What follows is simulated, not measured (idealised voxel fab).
Process module in this document: voxel self aligned contacts
It is cross-section cut that appears here, measuring 230 nm in width, its square cells being 5 nm in size.
Square cells in a grid make up a cross-section in this document, and the grid is given as bands, listed from the top down, each one or more rows of cells. A band entry consists of two parts. The first gives the height of the band's top and the height of its bottom, in nm. The rest lists the band's materials from left to right, each with its width in nm. A single material labelled with the word "edge to edge" fills the band from edge to edge, and the word "blank" marks empty space. Heights are reckoned from 0. Under this level, the received wafer is all of one material. The bottommost band is open-ended downward, for example "0 down". Width "30 to 40": first value at the band's top row of cells, second value at its bottom row, equal change from row to row. Take "no modification" at face value: in the step it is given for, the cross-section changed in none of its cells. Closed void listing: empty space of 8 cells or more with no open way to the top, each as width x height at its distance from the left edge, in nm. On a step's line, text after the settings is the simulator commenting on that step. A step's line can hold "overlay nm"; with a mask on that step, the setting says how far right of the planned place the mask lay, while a negative setting says it lay to the left.
[These are the steps we planned for the process]
1 RECEIVE | material Si
2 OXIDIZE | depth nm 5
3 DIRECTIONAL_DEP | material polySi | thk nm 30
4 DIRECTIONAL_DEP | material SiN | thk nm 25
5 PATTERN | tone cover | mask id GATE | material resist | width nm 30 | pitch nm 65 | thk nm 20 | overlay nm 0
6 DIRECTIONAL_ETCH | etch materials SiN | depth nm 25
7 DIRECTIONAL_ETCH | etch materials polySi | depth nm 30
8 STRIP | etch materials resist
9 CONFORMAL_DEP | material SiN | thk nm 10
10 DIRECTIONAL_ETCH | etch materials SiN | depth nm 10
11 FILL_DEP | material SiO2 | thk nm 20
12 CMP | height nm 65
13 DIRECTIONAL_DEP | material aC | thk nm 15
14 PATTERN | tone open | mask id CONTACT | material resist | width nm 45 | pitch nm 65 | thk nm 35 | overlay nm 0
15 DIRECTIONAL_ETCH | etch materials aC | depth nm 15
16 STRIP | etch materials resist
17 DIRECTIONAL_ETCH | etch materials SiO2 | depth nm 70
18 STRIP | etch materials aC
19 CONFORMAL_DEP | material TiN | thk nm 5
20 FILL_DEP | material W | thk nm 10
21 CMP | height nm 65
22 CONFORMAL_DEP | material SiCN | thk nm 5
[The cross-section here shows the wafer as received, i.e. in its state after step 1]
    0 down | Si edge to edge
    Closed void listing: none
[Starting structure and process plan are as shown above, but one mistake was made in running the module; the wafer cross-section at the end of the module follows]
    70 to 65 | SiCN edge to edge
    65 to 55 | 60 SiO2, 5 to 20 SiCN, 35 to 5 W, 5 to 20 SiCN, 20 SiO2, 5 to 20 SiCN, 35 to 5 W, 5 to 20 SiCN, 60 SiO2
    55 to 30 | 25 SiO2, 50 SiN, 5 SiCN, 5 W, 5 SiCN, 50 SiN, 5 SiCN, 5 W, 5 SiCN, 50 SiN, 25 SiO2
    30 to 0 | 25 SiO2, 10 SiN, 30 polySi, 10 SiN, 5 SiCN, 5 W, 5 SiCN, 10 SiN, 30 polySi, 10 SiN, 5 SiCN, 5 W, 5 SiCN, 10 SiN, 30 polySi, 10 SiN, 25 SiO2
    0 to -5 | 75 SiO2, 15 SiCN, 50 SiO2, 15 SiCN, 75 SiO2
    -5 down | Si edge to edge
    Closed void listing: none
Against the plan, the run slipped here: contrary to plan, step 19 was performed as CONFORMAL_DEP | material SiCN | thk nm 5
